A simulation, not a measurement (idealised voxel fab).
Process module in this document: voxel gate over fins
cross-section cut | 265 nm wide | cells 5 nm
Cross-section format: a grid of square cells, given as bands from top to bottom; each band is one or more rows of cells.
Read a band's entry like this: the first values are the height of its top and the height of its bottom in nm, and what follows is the sequence of materials from left to right, each with its width in nm. Note that "empty" is empty space, and that a single material marked "everywhere" reaches across the band from edge to edge.
It should be noted that heights are counted from 0, beneath which the wafer as supplied is of one material throughout, and that the lowest band possesses no lower boundary but continues downward, as written in "0 down".
Per-row width for "30->40": begins at first number (top row of band), ends at second number (bottom row), increment between rows held constant.
It should be understood that the words "nothing different", when stated for a given step, signify that the cross-section underwent no change in any of its cells during that step.
"Closed void roster" enumerates empty spaces isolated from the top, with no open way to it, that contain at least 8 cells, giving each as width x height at distance from the left edge, all three in nm.
Past the settings on a step's line: simulator remark, on that step.
overlay nm: right-of-plan distance of the mask on a masked step; negative values mean left-of-plan.
**Below is the list of planned process steps**
1,RECEIVE | material Si
2,CONFORMAL_DEP | material SiN | thk nm 5
3,DIRECTIONAL_DEP | material aC | thk nm 15
4,PATTERN | tone cover | mask id FINS | material resist | width nm 15 | pitch nm 40 | thk nm 35 | overlay nm 0
5,DIRECTIONAL_ETCH | etch materials aC | depth nm 15
6,STRIP | etch materials resist
7,DIRECTIONAL_ETCH | etch materials SiN | depth nm 5
8,DIRECTIONAL_ETCH | etch materials Si | depth nm 40
9,STRIP | etch materials aC
10,FILL_DEP | material SiO2 | thk nm 10
11,CMP | height nm 5
12,SELECTIVE_ETCH | etch materials SiO2 | depth nm 15
13,STRIP | etch materials SiN
14,CONFORMAL_DEP | material HfO2 | thk nm 5
15,CONFORMAL_DEP | material TiN | thk nm 5
16,FILL_DEP | material W | thk nm 15
17,CMP | height nm 20
18,CONFORMAL_DEP | material SiCN | thk nm 5
**Delivered wafer in cross-section: state after step 1**
	0 down | Si everywhere
	Closed void roster: none
**Cross-section taken at module completion on the first of two wafers; processed per the plan**
	25 to 20 | SiCN everywhere
	20 to 10 | W everywhere
	10 to 5 | W: 95, TiN: 35, W: 5, TiN: 35, W: 95
	5 to 0 | W: 95, TiN: 5, HfO2: 25, TiN: 5, W: 5, TiN: 5, HfO2: 25, TiN: 5, W: 95
	0 to -5 | TiN: 100, HfO2: 5, Si: 15, HfO2: 5, TiN: 15, HfO2: 5, Si: 15, HfO2: 5, TiN: 100
	-5 to -10 | HfO2: 105, Si: 15, HfO2: 25, Si: 15, HfO2: 105
	-10 to -40 | SiO2: 105, Si: 15, SiO2: 25, Si: 15, SiO2: 105
	-40 down | Si everywhere
	Closed void roster: none
**Same start, same plan as the first wafer - but one mistake in the run. Cross-section of the second of the two at the end of the module**
	25 to 20 | SiCN everywhere
	20 to 10 | W everywhere
	10 to 5 | W: 95, TiN: 80, W: 90
	5 to 0 | W: 95, TiN: 5, HfO2: 30, TiN: 10, HfO2: 30, TiN: 5, W: 90
	0 to -5 | TiN: 100, HfO2: 5, Si: 20, HfO2: 5, TiN: 10, HfO2: 5, Si: 20, HfO2: 5, TiN: 95
	-5 to -10 | HfO2: 105, Si: 20, HfO2: 20, Si: 20, HfO2: 100
	-10 to -40 | SiO2: 105, Si: 20, SiO2: 20, Si: 20, SiO2: 100
	-40 down | Si everywhere
	Closed void roster: none
It is concluded that the wafer was processed incorrectly with respect to the plan, in that step 4: run off-plan, actual operation and settings PATTERN | tone cover | mask id FINS | material resist | width nm 20 | pitch nm 40 | thk nm 35 | overlay nm 0
Count the cells at the end and the second wafer has more or fewer of some materials than the first: Si: 16 more; SiO2: 12 fewer; W: 4 fewer
